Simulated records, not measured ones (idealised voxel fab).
Herein follows the process module entitled voxel capacitor over wiring.
This is section cut - it's 155 nm across, gridded in 5 nm square cells.
In this document a cross-section is written as a grid of square cells. It is given as a series of bands, listed from the top down, and a band is one or more rows of cells. Basically the band line says how high the top is and how high the bottom is, in nm, and then what's in it from left to right, every material with its width in nm. Empty space shows up as "blank", and if a single material carries "full width" it runs the full band edge to edge. Heads up on the height convention: 0 is the point under which the incoming wafer is all one material, and the lowest band has no bottom, it just keeps going down, like "0..down". Width: "30->40" (first number = top row, second number = bottom row, same change from row to row of cells). "identical to before" for a step: no cell of the cross-section changed in that step. The entry "Encapsulated voids" lists the empty spaces that cover at least 8 cells and have no open path to the top. Each is written as width x height at distance, where the distance is measured from the left edge and all three values are in nm. What comes after the settings on a step's line is commentary from the simulator itself on that step. When a step includes a mask, the "overlay nm" setting on its line states how far to the right of its planned place that mask lay, and negative values state how far to the left.
# Set out below are the planned steps of the process
1: RECEIVE | material Si
2: CONFORMAL_DEP | material SiO2 | thk nm 10
3: CONFORMAL_DEP | material SiN | thk nm 5
4: DIRECTIONAL_DEP | material SiO2 | thk nm 25
5: DIRECTIONAL_DEP | material aC | thk nm 10
6: PATTERN | tone open | mask id METAL_1 | material resist | width nm 25 | pitch nm 80 | thk nm 25 | overlay nm 0
7: DIRECTIONAL_ETCH | etch materials aC | depth nm 10
8: STRIP | etch materials resist
9: DIRECTIONAL_ETCH | etch materials SiO2 | depth nm 25
10: DIRECTIONAL_ETCH | etch materials SiN | depth nm 5
11: STRIP | etch materials aC
12: CONFORMAL_DEP | material TiN | thk nm 5
13: FILL_DEP | material Cu | thk nm 5
14: CMP | height nm 40
15: CONFORMAL_DEP | material SiCN | thk nm 5
16: DIRECTIONAL_DEP | material lowk | thk nm 15
17: DIRECTIONAL_DEP | material aC | thk nm 15
18: PATTERN | tone open | mask id PLUG_1 | material resist | width nm 15 | thk nm 30 | overlay nm 0
19: DIRECTIONAL_ETCH | etch materials aC | depth nm 15
20: STRIP | etch materials resist
21: DIRECTIONAL_ETCH | etch materials lowk | depth nm 15
22: DIRECTIONAL_ETCH | etch materials SiCN | depth nm 5
23: STRIP | etch materials aC
24: EPI | material Ru | thk nm 10
25: EPI | material Ru | thk nm 10
26: DIRECTIONAL_DEP | material TiN | thk nm 5
27: DIRECTIONAL_DEP | material Al2O3 | thk nm 5
28: DIRECTIONAL_DEP | material TiN | thk nm 5
29: PATTERN | tone cover | mask id UPPER_PLATE | material resist | width nm 60 | thk nm 15 | overlay nm 0
30: DIRECTIONAL_ETCH | etch materials TiN | depth nm 5
31: DIRECTIONAL_ETCH | etch materials Al2O3 | depth nm 5
32: STRIP | etch materials resist
33: MASKED_ETCH | tone cover | mask id LOWER_PLATE | width nm 70 | etch materials TiN | depth nm 5 | overlay nm 0
34: FILL_DEP | material SiO2 | thk nm 15
35: CMP | height nm 85
36: PATTERN | tone open | mask id PLUG_2 | material resist | width nm 15 | thk nm 15 | overlay nm 0
37: DIRECTIONAL_ETCH | etch materials SiO2 | depth nm 10
38: STRIP | etch materials resist
39: CONFORMAL_DEP | material TiN | thk nm 5
40: FILL_DEP | material W | thk nm 5
41: CMP | height nm 85
42: CONFORMAL_DEP | material SiN | thk nm 5
# Delivered wafer in cross-section: state after step 1
	0..down: Si full width
	Encapsulated voids: none
# Final cross-section, module run with one mistake (start and plan as above)
	90..85: SiN full width
	85..80: 45 nm SiO2 | 5 nm TiN | 5 nm W | 5 nm TiN | 95 nm SiO2
	80..75: 45 nm SiO2 | 15 nm TiN | 95 nm SiO2
	75..70: SiO2 full width
	70..65: 35 nm SiO2 | 60 nm Al2O3 | 60 nm SiO2
	65..60: 30 nm TiN | 5 nm SiO2 | 60 nm TiN | 5 nm SiO2 | 55 nm TiN
	60..45: 35 nm lowk | 15 nm Ru | 105 nm lowk
	45..40: 35 nm SiCN | 15 nm Ru | 105 nm SiCN
	40..15: 25 nm SiO2 | 5 nm TiN | 15 nm Cu | 5 nm TiN | 55 nm SiO2 | 5 nm TiN | 15 nm Cu | 5 nm TiN | 25 nm SiO2
	15..10: 25 nm SiN | 25 nm TiN | 55 nm SiN | 25 nm TiN | 25 nm SiN
	10..0: SiO2 full width
	0..down: Si full width
	Encapsulated voids: none
Where did the run depart from the plan? in deviation from the planned setting, step 33 was conducted as MASKED_ETCH | tone open | mask id LOWER_PLATE | width nm 70 | etch materials TiN | depth nm 5 | overlay nm 0
